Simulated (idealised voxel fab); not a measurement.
process module | voxel self aligned contacts
cross-section cut | 290 nm wide | cells 5 nm
A cross-section is a grid of square cells, given in bands from the top down. A band is one or more rows of cells.
Each band's line starts with the height of the band's top and of its bottom, in nm. Then come its materials from left to right, each with its width in nm. One material with "throughout" fills the band from edge to edge. "air" is empty space.
Height 0 is the level under which the wafer as received is all one material. The lowest band goes on downwards, as in "0 down".
A width such as "30 to 40" changes by the same amount from each row of cells to the next, from the band's top row to its bottom row.
"no change" after a step means that no cell of the cross-section changed.
closed voids: empty space of 8 cells or more with no open way to the top, each as width x height at its distance from the left edge, in nm
after a step's settings: what the simulator itself notes on the step
overlay nm, on a step with a mask: how far to the right of its planned place the mask lay; to the left if negative
plan
1 op RECEIVE | material Si
2 op CONFORMAL_DEP | material SiO2 | thk nm 5
3 op DIRECTIONAL_DEP | material polySi | thk nm 30
4 op DIRECTIONAL_DEP | material SiN | thk nm 20
5 op MASKED_ETCH | tone cover | mask id GATE | width nm 25 | pitch nm 60 | etch materials SiN | depth nm 20 | overlay nm 0
6 op MASKED_ETCH | tone cover | mask id GATE | width nm 25 | pitch nm 60 | etch materials polySi | depth nm 30 | overlay nm 0
7 op CONFORMAL_DEP | material SiN | thk nm 10
8 op DIRECTIONAL_ETCH | etch materials SiN | depth nm 10
9 op FILL_DEP | material SiO2 | thk nm 10
10 op CMP | height nm 60
11 op DIRECTIONAL_DEP | material aC | thk nm 15
12 op PATTERN | tone open | mask id CONTACT | material resist | width nm 45 | thk nm 35 | overlay nm 0
13 op DIRECTIONAL_ETCH | etch materials aC | depth nm 15
14 op STRIP | etch materials resist
15 op DIRECTIONAL_ETCH | etch materials SiO2 | depth nm 60
16 op STRIP | etch materials aC
17 op CONFORMAL_DEP | material TiN | thk nm 5
18 op FILL_DEP | material W | thk nm 5
19 op CMP | height nm 60
20 op CONFORMAL_DEP | material SiN | thk nm 5
first wafer, as planned
as received, after step 1
  0 down: Si throughout
  closed voids: none
after step 2
  5 to 0: SiO2 throughout
  below 0: unchanged
after step 3
  35 to 5: polySi throughout
  below 5: unchanged
after step 4
  55 to 35: SiN throughout
  below 35: unchanged
after step 5
  55 to 35: air 100 | SiN 25 | air 35 | SiN 25 | air 105
  below 35: unchanged
after step 6
  55 to 35: air 100 | SiN 25 | air 35 | SiN 25 | air 105
  35 to 5: air 100 | polySi 25 | air 35 | polySi 25 | air 105
  below 5: unchanged
after step 7
  65 to 35: air 90 | SiN 45 | air 15 | SiN 45 | air 95
  35 to 15: air 90 | SiN 10 | polySi 25 | SiN 10 | air 15 | SiN 10 | polySi 25 | SiN 10 | air 95
  15 to 5: SiN 100 | polySi 25 | SiN 35 | polySi 25 | SiN 105
  below 5: unchanged
after step 8
  55 to 35: air 90 | SiN 45 | air 15 | SiN 45 | air 95
  35 to 5: air 90 | SiN 10 | polySi 25 | SiN 10 | air 15 | SiN 10 | polySi 25 | SiN 10 | air 95
  below 5: unchanged
after step 9
  65 to 55: SiO2 throughout
  55 to 35: SiO2 90 | SiN 45 | SiO2 15 | SiN 45 | SiO2 95
  35 to 5: SiO2 90 | SiN 10 | polySi 25 | SiN 10 | SiO2 15 | SiN 10 | polySi 25 | SiN 10 | SiO2 95
  below 5: unchanged
after step 10
  60 to 55: SiO2 throughout
  below 55: unchanged
after step 11
  75 to 60: aC throughout
  below 60: unchanged
after step 12
  110 to 75: resist 120 | air 45 | resist 125
  below 75: unchanged
after step 13
  95 to 75: resist 120 | air 45 | resist 125
  75 to 60: aC 120 | air 45 | aC 125
  below 60: unchanged
after step 14
  75 to 60: aC 120 | air 45 | aC 125
  below 60: unchanged
after step 15
  75 to 60: aC 120 | air 45 | aC 125
  60 to 55: SiO2 120 | air 45 | SiO2 125
  55 to 35: SiO2 90 | SiN 45 | air 15 | SiN 45 | SiO2 95
  35 to 5: SiO2 90 | SiN 10 | polySi 25 | SiN 10 | air 15 | SiN 10 | polySi 25 | SiN 10 | SiO2 95
  5 to 0: SiO2 135 | air 15 | SiO2 140
  below 0: unchanged
after step 16
  60 to 55: SiO2 120 | air 45 | SiO2 125
  below 55: unchanged
after step 17
  65 to 60: TiN 125 | air 35 | TiN 130
  60 to 55: SiO2 120 | TiN 20 | air 5 | TiN 20 | SiO2 125
  55 to 35: SiO2 90 | SiN 45 | TiN 5 | air 5 | TiN 5 | SiN 45 | SiO2 95
  35 to 5: SiO2 90 | SiN 10 | polySi 25 | SiN 10 | TiN 5 | air 5 | TiN 5 | SiN 10 | polySi 25 | SiN 10 | SiO2 95
  5 to 0: SiO2 135 | TiN 15 | SiO2 140
  below 0: unchanged
after step 18
  70 to 65: W throughout
  65 to 60: TiN 125 | W 35 | TiN 130
  60 to 55: SiO2 120 | TiN 20 | W 5 | TiN 20 | SiO2 125
  55 to 35: SiO2 90 | SiN 45 | TiN 5 | W 5 | TiN 5 | SiN 45 | SiO2 95
  35 to 5: SiO2 90 | SiN 10 | polySi 25 | SiN 10 | TiN 5 | W 5 | TiN 5 | SiN 10 | polySi 25 | SiN 10 | SiO2 95
  below 5: unchanged
after step 19
  60 to 55: SiO2 120 | TiN 20 | W 5 | TiN 20 | SiO2 125
  below 55: unchanged
after step 20
  65 to 60: SiN throughout
  below 60: unchanged
second wafer: like start, like plan, one mistake. Through step 8 it matches the first wafer
when step 9 should have ended
  65 to 35: SiN throughout
  35 to 5: SiN 100 | polySi 25 | SiN 35 | polySi 25 | SiN 105
  below 5: unchanged
when step 10 should have ended
  60 to 35: SiN throughout
  below 35: unchanged
when step 11 should have ended
  75 to 60: aC throughout
  below 60: unchanged
when step 12 should have ended
  110 to 75: resist 120 | air 45 | resist 125
  below 75: unchanged
when step 13 should have ended
  95 to 75: resist 120 | air 45 | resist 125
  75 to 60: aC 120 | air 45 | aC 125
  below 60: unchanged
when step 14 should have ended
  75 to 60: aC 120 | air 45 | aC 125
  below 60: unchanged
when step 15 should have ended: no change
when step 16 should have ended
  60 to 35: SiN throughout
  below 35: unchanged
when step 17 should have ended
  65 to 60: TiN throughout
  below 60: unchanged
when step 18 should have ended
  70 to 65: W throughout
  below 65: unchanged
when step 19 should have ended
  60 to 35: SiN throughout
  below 35: unchanged
when step 20 should have ended
  65 to 35: SiN throughout
  below 35: unchanged
what went wrong: step 9 ran as: op FILL_DEP | material SiN | thk nm 10
at the end the second wafer has, in cells: 458 more of SiN | 416 fewer of SiO2 | 31 fewer of TiN | 11 fewer of W
